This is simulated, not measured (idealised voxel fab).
A process module follows: voxel gate over fins.
The cross-section on display is named cut; it measures 210 nm wide, and its cells are 5 nm squares.
If you're reading a cross-section in this doc, picture square cells in a grid; it comes to you as bands, top ones listed first down to the bottom, and a band can be one or more rows of cells.
For a band, the entry starts with two heights in nm, that of the top and then that of the bottom, and carries on with the band's materials in order from left to right, each alongside its width in nm; the word "throughout" beside a single material means it fills the band edge to edge, and "air" means empty space.
Heights are expressed relative to 0, this being the level below which the as-received wafer comprises one material exclusively. The lowest band is unbounded in the downward direction and is denoted as in "0 down".
The width entry "30 to 40" should be interpreted row by row: the top row of cells in the band takes the first number, the bottom row takes the second number, and the change between adjacent rows is uniform throughout.
Basically "nothing got changed" means that step didn't change any cell in the cross-section.
For the entry "Listed closed voids", the listed items are empty spaces with no open way to the top whose size is 8 cells or more; each item follows the pattern width x height at distance, where distance is from the left edge and all three are in nm.
It should be noted that, on the line of a given step, the content following the step's settings is a remark produced by the simulator itself with respect to that step.
overlay nm: mask right of planned place by this much (step with mask). Neg. = left.
### Planned process steps
1 op RECEIVE | material Si
2 op CONFORMAL_DEP | material SiN | thk nm 10
3 op MASKED_ETCH | tone cover | mask id FINS | width nm 15 | pitch nm 40 | etch materials SiN | depth nm 10 | overlay nm 0
4 op MASKED_ETCH | tone cover | mask id FINS | width nm 15 | pitch nm 40 | etch materials Si | depth nm 35 | overlay nm 0
5 op OXIDIZE | depth nm 5
6 op FILL_DEP | material SiO2 | thk nm 15
7 op CMP | height nm 10
8 op SELECTIVE_ETCH | etch materials SiO2 | depth nm 20
9 op STRIP | etch materials SiN
10 op CONFORMAL_DEP | material HfO2 | thk nm 5
11 op CONFORMAL_DEP | material TiN | thk nm 5
12 op FILL_DEP | material W | thk nm 15
13 op CMP | height nm 20
14 op CONFORMAL_DEP | material SiN | thk nm 5
### First of two wafers, with the run carried out as planned
### Cross-section of the wafer at receipt, which is the condition after step 1
* 0 down | Si throughout
* Listed closed voids: none
### Wafer xsec, post step 2
* 10 to 0 | SiN throughout
* Whatever lies below 0 is exactly as it was before.
### Wafer xsec, post step 3
* 10 to 0 | air=75, SiN=15, air=25, SiN=15, air=80
* Whatever lies below 0 is exactly as it was before.
### Wafer xsec, post step 4
* 10 to 0 | air=75, SiN=15, air=25, SiN=15, air=80
* 0 to -35 | air=75, Si=15, air=25, Si=15, air=80
* Whatever lies below -35 is exactly as it was before.
### Wafer xsec, post step 5
* 10 to 0 | air=75, SiN=15, air=25, SiN=15, air=80
* 0 to -35 | air=75, SiO2=5, Si=5, SiO2=5, air=25, SiO2=5, Si=5, SiO2=5, air=80
* -35 to -40 | SiO2=80, Si=5, SiO2=35, Si=5, SiO2=85
* Whatever lies below -40 is exactly as it was before.
### Wafer xsec, post step 6
* 25 to 10 | SiO2 throughout
* 10 to 0 | SiO2=75, SiN=15, SiO2=25, SiN=15, SiO2=80
* 0 to -40 | SiO2=80, Si=5, SiO2=35, Si=5, SiO2=85
* Whatever lies below -40 is exactly as it was before.
### Wafer xsec, post step 7
* 10 to 0 | SiO2=75, SiN=15, SiO2=25, SiN=15, SiO2=80
* Whatever lies below 0 is exactly as it was before.
### Wafer xsec, post step 8
* 10 to 0 | air=75, SiN=15, air=25, SiN=15, air=80
* 0 to -10 | air=80, Si=5, air=35, Si=5, air=85
* Whatever lies below -10 is exactly as it was before.
### Wafer xsec, post step 9
* 0 to -10 | air=80, Si=5, air=35, Si=5, air=85
* Whatever lies below -10 is exactly as it was before.
### Wafer xsec, post step 10
* 5 to 0 | air=75, HfO2=15, air=25, HfO2=15, air=80
* 0 to -5 | air=75, HfO2=5, Si=5, HfO2=5, air=25, HfO2=5, Si=5, HfO2=5, air=80
* -5 to -10 | HfO2=80, Si=5, HfO2=35, Si=5, HfO2=85
* Whatever lies below -10 is exactly as it was before.
### Wafer xsec, post step 11
* 10 to 5 | air=70, TiN=25, air=15, TiN=25, air=75
* 5 to 0 | air=70, TiN=5, HfO2=15, TiN=5, air=15, TiN=5, HfO2=15, TiN=5, air=75
* 0 to -5 | TiN=75, HfO2=5, Si=5, HfO2=5, TiN=25, HfO2=5, Si=5, HfO2=5, TiN=80
* Whatever lies below -5 is exactly as it was before.
### Wafer xsec, post step 12
* 25 to 10 | W throughout
* 10 to 5 | W=70, TiN=25, W=15, TiN=25, W=75
* 5 to 0 | W=70, TiN=5, HfO2=15, TiN=5, W=15, TiN=5, HfO2=15, TiN=5, W=75
* Whatever lies below 0 is exactly as it was before.
### Wafer xsec, post step 13
* 20 to 10 | W throughout
* Whatever lies below 10 is exactly as it was before.
### Wafer xsec, post step 14
* 25 to 20 | SiN throughout
* Whatever lies below 20 is exactly as it was before.
### The second wafer was prepared from the same starting point and under the same plan as the first; its processing contained one mistake, and it remains indistinguishable from the first wafer up to and including step 10
### The second wafer in cross-section, at the planned close of step 11
* 10 to 5 | air=70, SiN=25, air=15, SiN=25, air=75
* 5 to 0 | air=70, SiN=5, HfO2=15, SiN=5, air=15, SiN=5, HfO2=15, SiN=5, air=75
* 0 to -5 | SiN=75, HfO2=5, Si=5, HfO2=5, SiN=25, HfO2=5, Si=5, HfO2=5, SiN=80
* Whatever lies below -5 is exactly as it was before.
### The second wafer in cross-section, at the planned close of step 12
* 25 to 10 | W throughout
* 10 to 5 | W=70, SiN=25, W=15, SiN=25, W=75
* 5 to 0 | W=70, SiN=5, HfO2=15, SiN=5, W=15, SiN=5, HfO2=15, SiN=5, W=75
* Whatever lies below 0 is exactly as it was before.
### The second wafer in cross-section, at the planned close of step 13
* 20 to 10 | W throughout
* Whatever lies below 10 is exactly as it was before.
### The second wafer in cross-section, at the planned close of step 14
* 25 to 20 | SiN throughout
* Whatever lies below 20 is exactly as it was before.
Misprocessing identified: step 11 was run on a setting that differed from the plan, and what really ran there is op CONFORMAL_DEP | material SiN | thk nm 5
Count the cells at the end and the second wafer has more or fewer of some materials than the first: 50 more of SiN, 50 fewer of TiN
